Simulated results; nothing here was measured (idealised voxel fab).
process module | voxel gate over fins
cross-section cut | 205 nm wide | cells 5 nm
A cross-section is a grid of square cells, given in bands from the top down. A band is one or more rows of cells.
Each band's line starts with the height of the band's top and of its bottom, in nm. Then come its materials from left to right, each with its width in nm. One material with "throughout" fills the band from edge to edge. "air" is empty space.
Height 0 is the level under which the wafer as received is all one material. The lowest band goes on downwards, as in "0 down".
A width such as "30 to 40" changes by the same amount from each row of cells to the next, from the band's top row to its bottom row.
"no change" after a step means that no cell of the cross-section changed.
closed voids: empty space of 8 cells or more with no open way to the top, each as width x height at its distance from the left edge, in nm
after a step's settings: what the simulator itself notes on the step
overlay nm, on a step with a mask: how far to the right of its planned place the mask lay; to the left if negative
plan
1 op RECEIVE | material Si
2 op CONFORMAL_DEP | material SiN | thk nm 5
3 op MASKED_ETCH | tone cover | mask id FINS | width nm 15 | pitch nm 40 | etch materials SiN | depth nm 5 | overlay nm 0
4 op MASKED_ETCH | tone cover | mask id FINS | width nm 15 | pitch nm 40 | etch materials Si | depth nm 40 | overlay nm 0
5 op OXIDIZE | depth nm 5
6 op FILL_DEP | material SiO2 | thk nm 5
7 op CMP | height nm 5
8 op SELECTIVE_ETCH | etch materials SiO2 | depth nm 15
9 op STRIP | etch materials SiN
10 op CONFORMAL_DEP | material HfO2 | thk nm 5
11 op CONFORMAL_DEP | material TiN | thk nm 5
12 op FILL_DEP | material W | thk nm 15
13 op CMP | height nm 20
14 op CONFORMAL_DEP | material SiCN | thk nm 10
varied across the wafers: width nm of step 3. The plan shows the first wafer's value. All wafers start alike
first wafer as received, after step 1
  0 down: Si throughout
  closed voids: none
first wafer at the end, after step 14
  30 to 20: SiCN throughout
  20 to 10: W throughout
  10 to 5: W 70 | TiN 25 | W 15 | TiN 25 | W 70
  5 to 0: W 70 | TiN 5 | HfO2 15 | TiN 5 | W 15 | TiN 5 | HfO2 15 | TiN 5 | W 70
  0 to -5: TiN 75 | HfO2 5 | Si 5 | HfO2 5 | TiN 25 | HfO2 5 | Si 5 | HfO2 5 | TiN 75
  -5 to -10: HfO2 80 | Si 5 | HfO2 35 | Si 5 | HfO2 80
  -10 to -45: SiO2 80 | Si 5 | SiO2 35 | Si 5 | SiO2 80
  -45 down: Si throughout
  closed voids: none
last wafer at the end
  30 to 20: SiCN throughout
  20 to 10: W throughout
  10 to 5: W 65 | TiN 35 | W 5 | TiN 35 | W 65
  5 to 0: W 65 | TiN 5 | HfO2 25 | TiN 5 | W 5 | TiN 5 | HfO2 25 | TiN 5 | W 65
  0 to -5: TiN 70 | HfO2 5 | Si 15 | HfO2 5 | TiN 15 | HfO2 5 | Si 15 | HfO2 5 | TiN 70
  -5 to -10: HfO2 75 | Si 15 | HfO2 25 | Si 15 | HfO2 75
  -10 to -45: SiO2 75 | Si 15 | SiO2 25 | Si 15 | SiO2 75
  -45 down: Si throughout
  closed voids: none
each wafer at the end: cells of each material gained (+) or lost (-) since it was received, then its closed voids
width nm 15 | +49 HfO2 | -351 Si | +82 SiCN | +273 SiO2 | +49 TiN | +144 W | closed voids: none
width nm 20 | +49 HfO2 | -333 Si | +82 SiCN | +259 SiO2 | +49 TiN | +140 W | closed voids: none
width nm 25 | +49 HfO2 | -315 Si | +82 SiCN | +245 SiO2 | +49 TiN | +136 W | closed voids: none
